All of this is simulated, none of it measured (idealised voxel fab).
Process module heading - voxel local oxidation
Section cut is 145 nm wide and gridded with 5 nm square cells.
Think of the cross-section as a grid of square cells. We describe it in bands, top to bottom, and each band covers one or more rows of those cells.
What a band's entry tells you: where the top is and where the bottom is, as heights in nm, and after that what lies inside, material by material from left to right, each with its width in nm. Empty space is written as the word "empty", and a single material marked with the word "full width" occupies the band from edge to edge.
Measure heights from 0. That's the level where, below it, the as-received wafer is all one material. The lowest band is bottomless and extends downward; write it as in "z 0 and below".
Width: "30->40" (first number = top row, second number = bottom row, same change from row to row of cells).
"nothing got changed" (step): cross-section cells unchanged, all of them.
"Unvented voids" enumerates empty spaces isolated from the top, with no open way to it, that contain at least 8 cells, giving each as width x height at distance from the left edge, all three in nm.
Past the settings on a step's line: simulator remark, on that step.
overlay nm: mask right of planned place by this much (step with mask). Neg. = left.
**Process steps foreseen in the plan**
- 1: RECEIVE, material Si
- 2: CONFORMAL_DEP, material SiO2, thk nm 5
- 3: CONFORMAL_DEP, material SiN, thk nm 10
- 4: PATTERN, tone cover, mask id ACTIVE, material resist, width nm 100, thk nm 20, overlay nm -5
- 5: DIRECTIONAL_ETCH, etch materials SiN, depth nm 10
- 6: STRIP, etch materials resist
- 7: SELECTIVE_ETCH, etch materials SiO2, depth nm 5
- 8: OXIDIZE, depth nm 15
- 9: STRIP, etch materials SiN
Among the wafers covered here, the point of difference is the overlay nm at step 4; their starting state is shared, and the plan presents the value of the first wafer.
**Cross-section of the first of several received wafers, showing its state after step 1**
  z 0 and below = Si full width
  Unvented voids: none
**Gained (+) or lost (-) cells of each material since receipt, then closed voids: one row per wafer, at the end of the module**
overlay nm -5 | -51 Si | +69 SiO2 | Unvented voids: none
overlay nm 0 | -51 Si | +69 SiO2 | Unvented voids: none
overlay nm 5 | -51 Si | +69 SiO2 | Unvented voids: none
overlay nm 10 | -51 Si | +69 SiO2 | Unvented voids: none
